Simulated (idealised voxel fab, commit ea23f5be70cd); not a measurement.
You're looking at the process module voxel wiring stack.
FYI the section here is cut, 185 nm wide, cells are 5 nm squares.
For the purposes of this document, a cross-section shall be understood as a grid of square cells, specified as bands listed in top-to-bottom order, each band consisting of one or more rows of cells.
Within each band entry, the heights of the top and of the bottom of the band appear first, in that order and in nm; the materials of the band then follow from left to right, each with its corresponding width in nm. The designation "all across" on a single material indicates that it fills the band from edge to edge; the designation "air" indicates empty space.
Measure heights from 0. That's the level where, below it, the as-received wafer is all one material. The lowest band is bottomless and extends downward; write it as in "top 0, no bottom".
Width: "30..40" (first number = top row, second number = bottom row, same change from row to row of cells).
Reading "no change" for a step: not a cell of the cross-section changed in it.
If an empty space has no open way to the top and is at least 8 cells in size, "Cavities, sealed" lists it, written width x height at distance, where distance is measured from the left edge and every value is in nm.
Read whatever lies past the settings on a step's line as the simulator's own remark about the step.
For masked steps, "overlay nm" on the step line gives how far right of plan the mask actually lay; a minus sign means it lay to the left.

-- Steps planned for the process
step 1: RECEIVE | material Si
step 2: CONFORMAL_DEP | material SiO2 | thk nm 10
step 3: CONFORMAL_DEP | material SiN | thk nm 5
step 4: DIRECTIONAL_DEP | material SiO2 | thk nm 25
step 5: MASKED_ETCH | tone open | mask id METAL_1 | width nm 20 | pitch nm 45 | etch materials SiO2 | depth nm 25 | overlay nm 0
step 6: MASKED_ETCH | tone open | mask id METAL_1 | width nm 20 | pitch nm 45 | etch materials SiN | depth nm 5 | overlay nm 0
step 7: CONFORMAL_DEP | material TiN | thk nm 5
step 8: FILL_DEP | material Cu | thk nm 5
step 9: CMP | height nm 40
step 10: EPI | material Ru | thk nm 5
step 11: FILL_DEP | material SiCN | thk nm 5
step 12: DIRECTIONAL_DEP | material lowk | thk nm 30
step 13: DIRECTIONAL_DEP | material aC | thk nm 10
step 14: PATTERN | tone open | mask id METAL_2_HOLES | material resist | width nm 15 | pitch nm 45 | thk nm 30 | overlay nm 0
step 15: DIRECTIONAL_ETCH | etch materials aC | depth nm 10
step 16: STRIP | etch materials resist
step 17: DIRECTIONAL_ETCH | etch materials lowk | depth nm 30
step 18: STRIP | etch materials aC
step 19: MASKED_ETCH | tone open | mask id METAL_2 | width nm 20 | pitch nm 45 | etch materials lowk | depth nm 20 | overlay nm 0
step 20: MASKED_ETCH | tone open | mask id METAL_2 | width nm 20 | pitch nm 45 | etch materials SiCN | depth nm 5 | overlay nm 0
step 21: CONFORMAL_DEP | material TiN | thk nm 5
step 22: FILL_DEP | material Cu | thk nm 10
step 23: CMP | height nm 80
step 24: CONFORMAL_DEP | material SiN | thk nm 5

-- Incoming wafer in cross-section (state: after step 1)
    top 0, no bottom | Si all across
    Cavities, sealed: none

-- First of two wafers at the end of the module, shown in cross-section; run carried out as planned
    top 85, bottom 80 | SiN all across
    top 80, bottom 65 | lowk=15; TiN=5; Cu=10; TiN=5; lowk=25; TiN=5; Cu=10; TiN=5; lowk=25; TiN=5; Cu=10; TiN=5; lowk=25; TiN=5; Cu=10; TiN=5; lowk=15
    top 65, bottom 60 | lowk=15; TiN=5; Cu=5; TiN=10; lowk=25; TiN=5; Cu=5; TiN=10; lowk=25; TiN=5; Cu=5; TiN=10; lowk=25; TiN=5; Cu=5; TiN=10; lowk=15
    top 60, bottom 50 | lowk=15; TiN=5; Cu=5; TiN=5; lowk=30; TiN=5; Cu=5; TiN=5; lowk=30; TiN=5; Cu=5; TiN=5; lowk=30; TiN=5; Cu=5; TiN=5; lowk=20
    top 50, bottom 45 | SiCN=15; TiN=15; SiCN=30; TiN=15; SiCN=30; TiN=15; SiCN=30; TiN=15; SiCN=20
    top 45, bottom 40 | SiCN=10; Ru=30; SiCN=15; Ru=30; SiCN=15; Ru=30; SiCN=15; Ru=30; SiCN=10
    top 40, bottom 15 | SiO2=15; TiN=5; Cu=10; TiN=5; SiO2=25; TiN=5; Cu=10; TiN=5; SiO2=25; TiN=5; Cu=10; TiN=5; SiO2=25; TiN=5; Cu=10; TiN=5; SiO2=15
    top 15, bottom 10 | SiN=15; TiN=20; SiN=25; TiN=20; SiN=25; TiN=20; SiN=25; TiN=20; SiN=15
    top 10, bottom 0 | SiO2 all across
    top 0, no bottom | Si all across
    Cavities, sealed: none

-- This cross-section belongs to the second wafer of two at the end of the module; the start and the plan were shared with the first, and the run included one mistake
    top 85, bottom 80 | SiN all across
    top 80, bottom 75 | TiN=20; Cu=10; TiN=35; Cu=10; TiN=35; Cu=10; TiN=35; Cu=10; TiN=20
    top 75, bottom 60 | lowk=15; TiN=5; Cu=10; TiN=5; lowk=25; TiN=5; Cu=10; TiN=5; lowk=25; TiN=5; Cu=10; TiN=5; lowk=25; TiN=5; Cu=10; TiN=5; lowk=15
    top 60, bottom 50 | lowk=15; TiN=5; Cu=5; TiN=10..5; lowk=25..30; TiN=5; Cu=5; TiN=10..5; lowk=25..30; TiN=5; Cu=5; TiN=10..5; lowk=25..30; TiN=5; Cu=5; TiN=10..5; lowk=15..20
    top 50, bottom 45 | SiCN=15; TiN=15; SiCN=30; TiN=15; SiCN=30; TiN=15; SiCN=30; TiN=15; SiCN=20
    top 45, bottom 40 | SiCN=10; Ru=30; SiCN=15; Ru=30; SiCN=15; Ru=30; SiCN=15; Ru=30; SiCN=10
    top 40, bottom 15 | SiO2=15; TiN=5; Cu=10; TiN=5; SiO2=25; TiN=5; Cu=10; TiN=5; SiO2=25; TiN=5; Cu=10; TiN=5; SiO2=25; TiN=5; Cu=10; TiN=5; SiO2=15
    top 15, bottom 10 | SiN=15; TiN=20; SiN=25; TiN=20; SiN=25; TiN=20; SiN=25; TiN=20; SiN=15
    top 10, bottom 0 | SiO2 all across
    top 0, no bottom | Si all across
    Cavities, sealed: none
What went wrong in running the wafer? not per plan at step 12, really ran DIRECTIONAL_DEP | material lowk | thk nm 25
Looking at both finished wafers in cells, the second ends up ahead of or behind the first on some materials: 4 more of Cu | 21 more of TiN | 25 fewer of lowk
